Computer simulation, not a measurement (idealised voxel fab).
process module | voxel gate over fins
cross-section cut | 190 nm wide | cells 5 nm
A cross-section is a grid of square cells, given in bands from the top down. A band is one or more rows of cells.
Each band's line starts with the height of the band's top and of its bottom, in nm. Then come its materials from left to right, each with its width in nm. One material with "throughout" fills the band from edge to edge. "air" is empty space.
Height 0 is the level under which the wafer as received is all one material. The lowest band goes on downwards, as in "0 down".
A width such as "30 to 40" changes by the same amount from each row of cells to the next, from the band's top row to its bottom row.
"no change" after a step means that no cell of the cross-section changed.
closed voids: empty space of 8 cells or more with no open way to the top, each as width x height at its distance from the left edge, in nm
after a step's settings: what the simulator itself notes on the step
overlay nm, on a step with a mask: how far to the right of its planned place the mask lay; to the left if negative
plan
1 op RECEIVE | material Si
2 op CONFORMAL_DEP | material SiN | thk nm 10
3 op DIRECTIONAL_DEP | material aC | thk nm 15
4 op PATTERN | tone cover | mask id FINS | material resist | width nm 15 | pitch nm 40 | thk nm 30 | overlay nm 0
5 op DIRECTIONAL_ETCH | etch materials aC | depth nm 15
6 op STRIP | etch materials resist
7 op DIRECTIONAL_ETCH | etch materials SiN | depth nm 10
8 op DIRECTIONAL_ETCH | etch materials Si | depth nm 30
9 op STRIP | etch materials aC
10 op FILL_DEP | material SiO2 | thk nm 10
11 op CMP | height nm 10
12 op SELECTIVE_ETCH | etch materials SiO2 | depth nm 25
13 op STRIP | etch materials SiN
14 op CONFORMAL_DEP | material HfO2 | thk nm 5
15 op CONFORMAL_DEP | material TiN | thk nm 5
16 op CONFORMAL_DEP | material TiAl | thk nm 5
17 op CONFORMAL_DEP | material TiN | thk nm 5
18 op FILL_DEP | material W | thk nm 10
19 op CMP | height nm 25
20 op CONFORMAL_DEP | material SiCN | thk nm 5
as received, after step 1
  0 down: Si throughout
  closed voids: none
a wafer at the end: this start, this plan, one mistake
  30 to 25: SiCN throughout
  25 to 20: W throughout
  20 to 15: W 20 | TiN 145 | W 25
  15 to 10: W 20 | TiN 5 | TiAl 135 | TiN 5 | W 25
  10 to 5: W 20 | TiN 5 | TiAl 5 | TiN 125 | TiAl 5 | TiN 5 | W 25
  5 to 0: TiN 25 | TiAl 5 | TiN 5 | HfO2 35 | TiN 5 | HfO2 35 | TiN 5 | HfO2 35 | TiN 5 | TiAl 5 | TiN 30
  0 to -5: TiAl 30 | TiN 5 | HfO2 5 | Si 25 | HfO2 5 | TiN 5 | HfO2 5 | Si 25 | HfO2 5 | TiN 5 | HfO2 5 | Si 25 | HfO2 5 | TiN 5 | TiAl 35
  -5 to -10: TiN 35 | HfO2 5 | Si 25 | HfO2 5 | TiN 5 | HfO2 5 | Si 25 | HfO2 5 | TiN 5 | HfO2 5 | Si 25 | HfO2 5 | TiN 40
  -10 to -15: HfO2 40 | Si 25 | HfO2 15 | Si 25 | HfO2 15 | Si 25 | HfO2 45
  -15 to -30: SiO2 40 | Si 25 | SiO2 15 | Si 25 | SiO2 15 | Si 25 | SiO2 45
  -30 down: Si throughout
  closed voids: none
what went wrong: step 4 ran as: op PATTERN | tone cover | mask id FINS | material resist | width nm 25 | pitch nm 40 | thk nm 30 | overlay nm 0
